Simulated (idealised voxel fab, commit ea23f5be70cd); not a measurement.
A process module follows: voxel self aligned contacts.
The cross-section shown here is cut; it is 180 nm wide and divided into square cells measuring 5 nm on a side.
Think of the cross-section as a grid of square cells. We describe it in bands, top to bottom, and each band covers one or more rows of those cells.
Heights first: top, then bottom, in nm. Then materials, left to right, each with a width in nm. "edge to edge" on a single material: fills the band edge to edge. "air": empty space.
Heights are expressed relative to 0, this being the level below which the as-received wafer comprises one material exclusively. The lowest band is unbounded in the downward direction and is denoted as in "z 0 and below".
When a width is written as two numbers, as in "30 to 40", the first number is the width in the top row of cells of the band and the second is the width in its bottom row, and the width changes by the same amount from each row to the next.
Basically "nothing altered" means that step didn't change any cell in the cross-section.
For the entry "Enclosed void listing", the listed items are empty spaces with no open way to the top whose size is 8 cells or more; each item follows the pattern width x height at distance, where distance is from the left edge and all three are in nm.
It should be noted that, on the line of a given step, the content following the step's settings is a remark produced by the simulator itself with respect to that step.
overlay nm: mask right of planned place by this much (step with mask). Neg. = left.
### Process steps - plan
step 1: op RECEIVE | material Si
step 2: op OXIDIZE | depth nm 5
step 3: op DIRECTIONAL_DEP | material polySi | thk nm 30
step 4: op DIRECTIONAL_DEP | material SiN | thk nm 20
step 5: op MASKED_ETCH | tone cover | mask id GATE | width nm 25 | pitch nm 55 | etch materials SiN | depth nm 20 | overlay nm 0
step 6: op MASKED_ETCH | tone cover | mask id GATE | width nm 25 | pitch nm 55 | etch materials polySi | depth nm 30 | overlay nm 0
step 7: op CONFORMAL_DEP | material SiN | thk nm 5
step 8: op DIRECTIONAL_ETCH | etch materials SiN | depth nm 5
step 9: op FILL_DEP | material SiO2 | thk nm 20
step 10: op CMP | height nm 60
step 11: op MASKED_ETCH | tone open | mask id CONTACT | width nm 40 | pitch nm 55 | etch materials SiO2 | depth nm 65 | overlay nm 0
step 12: op CONFORMAL_DEP | material TiN | thk nm 5
step 13: op FILL_DEP | material Ru | thk nm 5
step 14: op CMP | height nm 60
step 15: op CONFORMAL_DEP | material SiCN | thk nm 5
### First of two wafers: run as planned
### Wafer cross-section on receipt, i.e. after step 1
    z 0 and below = Si edge to edge
    Enclosed void listing: none
### Take a look at the wafer's cross-section after step 2
    z 0 to -5 = SiO2 edge to edge
    Everything below -5 is unchanged.
### Take a look at the wafer's cross-section after step 3
    z 30 to 0 = polySi edge to edge
    Everything below 0 is unchanged.
### Take a look at the wafer's cross-section after step 4
    z 50 to 30 = SiN edge to edge
    Everything below 30 is unchanged.
### Take a look at the wafer's cross-section after step 5
    z 50 to 30 = 20 nm air, 25 nm SiN, 30 nm air, 25 nm SiN, 30 nm air, 25 nm SiN, 25 nm air
    Everything below 30 is unchanged.
### Take a look at the wafer's cross-section after step 6
    z 50 to 30 = 20 nm air, 25 nm SiN, 30 nm air, 25 nm SiN, 30 nm air, 25 nm SiN, 25 nm air
    z 30 to 0 = 20 nm air, 25 nm polySi, 30 nm air, 25 nm polySi, 30 nm air, 25 nm polySi, 25 nm air
    Everything below 0 is unchanged.
### Take a look at the wafer's cross-section after step 7
    z 55 to 30 = 15 nm air, 35 nm SiN, 20 nm air, 35 nm SiN, 20 nm air, 35 nm SiN, 20 nm air
    z 30 to 5 = 15 nm air, 5 nm SiN, 25 nm polySi, 5 nm SiN, 20 nm air, 5 nm SiN, 25 nm polySi, 5 nm SiN, 20 nm air, 5 nm SiN, 25 nm polySi, 5 nm SiN, 20 nm air
    z 5 to 0 = 20 nm SiN, 25 nm polySi, 30 nm SiN, 25 nm polySi, 30 nm SiN, 25 nm polySi, 25 nm SiN
    Everything below 0 is unchanged.
### Take a look at the wafer's cross-section after step 8
    z 50 to 30 = 15 nm air, 35 nm SiN, 20 nm air, 35 nm SiN, 20 nm air, 35 nm SiN, 20 nm air
    z 30 to 0 = 15 nm air, 5 nm SiN, 25 nm polySi, 5 nm SiN, 20 nm air, 5 nm SiN, 25 nm polySi, 5 nm SiN, 20 nm air, 5 nm SiN, 25 nm polySi, 5 nm SiN, 20 nm air
    Everything below 0 is unchanged.
### Take a look at the wafer's cross-section after step 9
    z 70 to 50 = SiO2 edge to edge
    z 50 to 30 = 15 nm SiO2, 35 nm SiN, 20 nm SiO2, 35 nm SiN, 20 nm SiO2, 35 nm SiN, 20 nm SiO2
    z 30 to 0 = 15 nm SiO2, 5 nm SiN, 25 nm polySi, 5 nm SiN, 20 nm SiO2, 5 nm SiN, 25 nm polySi, 5 nm SiN, 20 nm SiO2, 5 nm SiN, 25 nm polySi, 5 nm SiN, 20 nm SiO2
    Everything below 0 is unchanged.
### Take a look at the wafer's cross-section after step 10
    z 60 to 50 = SiO2 edge to edge
    Everything below 50 is unchanged.
### Take a look at the wafer's cross-section after step 11
    z 60 to 50 = 40 nm SiO2, 40 nm air, 15 nm SiO2, 40 nm air, 45 nm SiO2
    z 50 to 30 = 15 nm SiO2, 35 nm SiN, 20 nm air, 35 nm SiN, 20 nm air, 35 nm SiN, 20 nm SiO2
    z 30 to 0 = 15 nm SiO2, 5 nm SiN, 25 nm polySi, 5 nm SiN, 20 nm air, 5 nm SiN, 25 nm polySi, 5 nm SiN, 20 nm air, 5 nm SiN, 25 nm polySi, 5 nm SiN, 20 nm SiO2
    z 0 to -5 = 50 nm SiO2, 20 nm air, 35 nm SiO2, 20 nm air, 55 nm SiO2
    Everything below -5 is unchanged.
### Take a look at the wafer's cross-section after step 12
    z 65 to 60 = 45 nm TiN, 30 nm air, 25 nm TiN, 30 nm air, 50 nm TiN
    z 60 to 50 = 40 nm SiO2, 5 to 15 nm TiN, 30 to 10 nm air, 5 to 15 nm TiN, 15 nm SiO2, 5 to 15 nm TiN, 30 to 10 nm air, 5 to 15 nm TiN, 45 nm SiO2
    z 50 to 30 = 15 nm SiO2, 35 nm SiN, 5 nm TiN, 10 nm air, 5 nm TiN, 35 nm SiN, 5 nm TiN, 10 nm air, 5 nm TiN, 35 nm SiN, 20 nm SiO2
    z 30 to 0 = 15 nm SiO2, 5 nm SiN, 25 nm polySi, 5 nm SiN, 5 nm TiN, 10 nm air, 5 nm TiN, 5 nm SiN, 25 nm polySi, 5 nm SiN, 5 nm TiN, 10 nm air, 5 nm TiN, 5 nm SiN, 25 nm polySi, 5 nm SiN, 20 nm SiO2
    z 0 to -5 = 50 nm SiO2, 20 nm TiN, 35 nm SiO2, 20 nm TiN, 55 nm SiO2
    Everything below -5 is unchanged.
### Take a look at the wafer's cross-section after step 13
    z 70 to 65 = Ru edge to edge
    z 65 to 60 = 45 nm TiN, 30 nm Ru, 25 nm TiN, 30 nm Ru, 50 nm TiN
    z 60 to 50 = 40 nm SiO2, 5 to 15 nm TiN, 30 to 10 nm Ru, 5 to 15 nm TiN, 15 nm SiO2, 5 to 15 nm TiN, 30 to 10 nm Ru, 5 to 15 nm TiN, 45 nm SiO2
    z 50 to 30 = 15 nm SiO2, 35 nm SiN, 5 nm TiN, 10 nm Ru, 5 nm TiN, 35 nm SiN, 5 nm TiN, 10 nm Ru, 5 nm TiN, 35 nm SiN, 20 nm SiO2
    z 30 to 0 = 15 nm SiO2, 5 nm SiN, 25 nm polySi, 5 nm SiN, 5 nm TiN, 10 nm Ru, 5 nm TiN, 5 nm SiN, 25 nm polySi, 5 nm SiN, 5 nm TiN, 10 nm Ru, 5 nm TiN, 5 nm SiN, 25 nm polySi, 5 nm SiN, 20 nm SiO2
    Everything below 0 is unchanged.
### Take a look at the wafer's cross-section after step 14
    z 60 to 50 = 40 nm SiO2, 5 to 15 nm TiN, 30 to 10 nm Ru, 5 to 15 nm TiN, 15 nm SiO2, 5 to 15 nm TiN, 30 to 10 nm Ru, 5 to 15 nm TiN, 45 nm SiO2
    Everything below 50 is unchanged.
### Take a look at the wafer's cross-section after step 15
    z 65 to 60 = SiCN edge to edge
    Everything below 60 is unchanged.
### For the second wafer, take the first wafer's start and plan, then add one mistake made in running it; everything through step 1, that step included, is shared with the first
### Second wafer at the planned finish of step 2, seen in cross-section
    z 30 to 0 = polySi edge to edge
    Everything below 0 is unchanged.
### Second wafer at the planned finish of step 3, seen in cross-section
    z 30 to 25 = SiO2 edge to edge
    Everything below 25 is unchanged.
### Second wafer at the planned finish of step 4, seen in cross-section
    z 50 to 30 = SiN edge to edge
    Everything below 30 is unchanged.
### Second wafer at the planned finish of step 5, seen in cross-section
    z 50 to 30 = 20 nm air, 25 nm SiN, 30 nm air, 25 nm SiN, 30 nm air, 25 nm SiN, 25 nm air
    Everything below 30 is unchanged.
Second wafer at the planned finish of step 6, seen in cross-section: nothing altered
### Second wafer at the planned finish of step 7, seen in cross-section
    z 55 to 35 = 15 nm air, 35 nm SiN, 20 nm air, 35 nm SiN, 20 nm air, 35 nm SiN, 20 nm air
    z 35 to 30 = SiN edge to edge
    Everything below 30 is unchanged.
### Second wafer at the planned finish of step 8, seen in cross-section
    z 50 to 30 = 15 nm air, 35 nm SiN, 20 nm air, 35 nm SiN, 20 nm air, 35 nm SiN, 20 nm air
    Everything below 30 is unchanged.
### Second wafer at the planned finish of step 9, seen in cross-section
    z 70 to 50 = SiO2 edge to edge
    z 50 to 30 = 15 nm SiO2, 35 nm SiN, 20 nm SiO2, 35 nm SiN, 20 nm SiO2, 35 nm SiN, 20 nm SiO2
    Everything below 30 is unchanged.
### Second wafer at the planned finish of step 10, seen in cross-section
    z 60 to 50 = SiO2 edge to edge
    Everything below 50 is unchanged.
### Second wafer at the planned finish of step 11, seen in cross-section
    z 60 to 50 = 40 nm SiO2, 40 nm air, 15 nm SiO2, 40 nm air, 45 nm SiO2
    z 50 to 30 = 15 nm SiO2, 35 nm SiN, 20 nm air, 35 nm SiN, 20 nm air, 35 nm SiN, 20 nm SiO2
    z 30 to 25 = 50 nm SiO2, 20 nm air, 35 nm SiO2, 20 nm air, 55 nm SiO2
    Everything below 25 is unchanged.
### Second wafer at the planned finish of step 12, seen in cross-section
    z 65 to 60 = 45 nm TiN, 30 nm air, 25 nm TiN, 30 nm air, 50 nm TiN
    z 60 to 50 = 40 nm SiO2, 5 to 15 nm TiN, 30 to 10 nm air, 5 to 15 nm TiN, 15 nm SiO2, 5 to 15 nm TiN, 30 to 10 nm air, 5 to 15 nm TiN, 45 nm SiO2
    z 50 to 30 = 15 nm SiO2, 35 nm SiN, 5 nm TiN, 10 nm air, 5 nm TiN, 35 nm SiN, 5 nm TiN, 10 nm air, 5 nm TiN, 35 nm SiN, 20 nm SiO2
    z 30 to 25 = 50 nm SiO2, 20 nm TiN, 35 nm SiO2, 20 nm TiN, 55 nm SiO2
    Everything below 25 is unchanged.
### Second wafer at the planned finish of step 13, seen in cross-section
    z 70 to 65 = Ru edge to edge
    z 65 to 60 = 45 nm TiN, 30 nm Ru, 25 nm TiN, 30 nm Ru, 50 nm TiN
    z 60 to 50 = 40 nm SiO2, 5 to 15 nm TiN, 30 to 10 nm Ru, 5 to 15 nm TiN, 15 nm SiO2, 5 to 15 nm TiN, 30 to 10 nm Ru, 5 to 15 nm TiN, 45 nm SiO2
    z 50 to 30 = 15 nm SiO2, 35 nm SiN, 5 nm TiN, 10 nm Ru, 5 nm TiN, 35 nm SiN, 5 nm TiN, 10 nm Ru, 5 nm TiN, 35 nm SiN, 20 nm SiO2
    Everything below 30 is unchanged.
### Second wafer at the planned finish of step 14, seen in cross-section
    z 60 to 50 = 40 nm SiO2, 5 to 15 nm TiN, 30 to 10 nm Ru, 5 to 15 nm TiN, 15 nm SiO2, 5 to 15 nm TiN, 30 to 10 nm Ru, 5 to 15 nm TiN, 45 nm SiO2
    Everything below 50 is unchanged.
### Second wafer at the planned finish of step 15, seen in cross-section
    z 65 to 60 = SiCN edge to edge
    Everything below 60 is unchanged.
Heads up, the wafer didn't run the way we planned it: the executed order of steps 2 and 3 is the reverse of that specified in the plan, each step having taken the other's position
Count the cells at the end and the second wafer has more or fewer of some materials than the first: -24 Ru, +36 Si, -36 SiN, -42 SiO2, -24 TiN, +90 polySi
